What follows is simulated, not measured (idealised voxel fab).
Process module under the name voxel trench capacitor
Cross-sectional view cut (width: 280 nm; square cell size: 5 nm).
A cross-section in this document is a grid of square cells, and it is written down as bands, the top band listed before the ones below it; a band is made up of one or more rows of cells. Band: top and bottom heights (nm) first, top before bottom; then materials from left to right, widths in nm. "full width" marks a sole material filling the band edge to edge. "air" denotes empty space. Height 0 is the level under which the wafer as received is all one material. The lowest band goes on downwards, as in "0..down". With a width like "30->40", each row of cells in the band differs from the next by the same amount, the top row carrying the first number and the bottom row the second. You'll sometimes find "nothing altered" written for a step, and that's the way of saying that nowhere in the cross-section did a cell change during that step. Closed-off voids of 8+ cells (no open route to the top) go in "Enclosed void list", written width x height at distance from the left edge, in nm. If you see something after the settings on a step's line, that's the simulator's own remark about that step. overlay nm: right-of-plan distance of the mask on a masked step; negative values mean left-of-plan.

Planned process steps:
1) RECEIVE: material Si
2) CONFORMAL_DEP: material SiN, thk nm 10
3) DIRECTIONAL_DEP: material aC, thk nm 15
4) PATTERN: tone open, mask id TRENCH, material resist, width nm 30, pitch nm 45, thk nm 35, overlay nm 0
5) DIRECTIONAL_ETCH: etch materials aC, depth nm 15
6) STRIP: etch materials resist
7) DIRECTIONAL_ETCH: etch materials SiN, depth nm 10
8) DIRECTIONAL_ETCH: etch materials Si, depth nm 30
9) STRIP: etch materials aC
10) CONFORMAL_DEP: material HfO2, thk nm 5
11) CONFORMAL_DEP: material TiN, thk nm 5
12) FILL_DEP: material W, thk nm 10
13) CMP: height nm 10

So this is the incoming wafer in cross-section - it's already been through step 1:
	0..down  Si full width
	Enclosed void list: none

First wafer at the end, as planned:
	10..0  100 SiN, then 5 HfO2, then 5 TiN, then 10 W, then 5 TiN, then 5 HfO2, then 15 SiN, then 5 HfO2, then 5 TiN, then 10 W, then 5 TiN, then 5 HfO2, then 105 SiN
	0..-20  100 Si, then 5 HfO2, then 5 TiN, then 10 W, then 5 TiN, then 5 HfO2, then 15 Si, then 5 HfO2, then 5 TiN, then 10 W, then 5 TiN, then 5 HfO2, then 105 Si
	-20..-25  100 Si, then 5 HfO2, then 20 TiN, then 5 HfO2, then 15 Si, then 5 HfO2, then 20 TiN, then 5 HfO2, then 105 Si
	-25..-30  100 Si, then 30 HfO2, then 15 Si, then 30 HfO2, then 105 Si
	-30..down  Si full width
	Enclosed void list: none

Second of two wafers, module complete, sectioned: it shares the first wafer's start and plan but was run with one mistake:
	10..0  100 SiN, then 5 TiN, then 5 HfO2, then 10 W, then 5 HfO2, then 5 TiN, then 15 SiN, then 5 TiN, then 5 HfO2, then 10 W, then 5 HfO2, then 5 TiN, then 105 SiN
	0..-20  100 Si, then 5 TiN, then 5 HfO2, then 10 W, then 5 HfO2, then 5 TiN, then 15 Si, then 5 TiN, then 5 HfO2, then 10 W, then 5 HfO2, then 5 TiN, then 105 Si
	-20..-25  100 Si, then 5 TiN, then 20 HfO2, then 5 TiN, then 15 Si, then 5 TiN, then 20 HfO2, then 5 TiN, then 105 Si
	-25..-30  100 Si, then 30 TiN, then 15 Si, then 30 TiN, then 105 Si
	-30..down  Si full width
	Enclosed void list: none
What was the processing mistake? it was found that steps 10 and 11 of the process plan had been performed in exchanged positions
Final comparison by cell count, materials where the second wafer has more or fewer than the first: HfO2: 8 fewer; TiN: 8 more
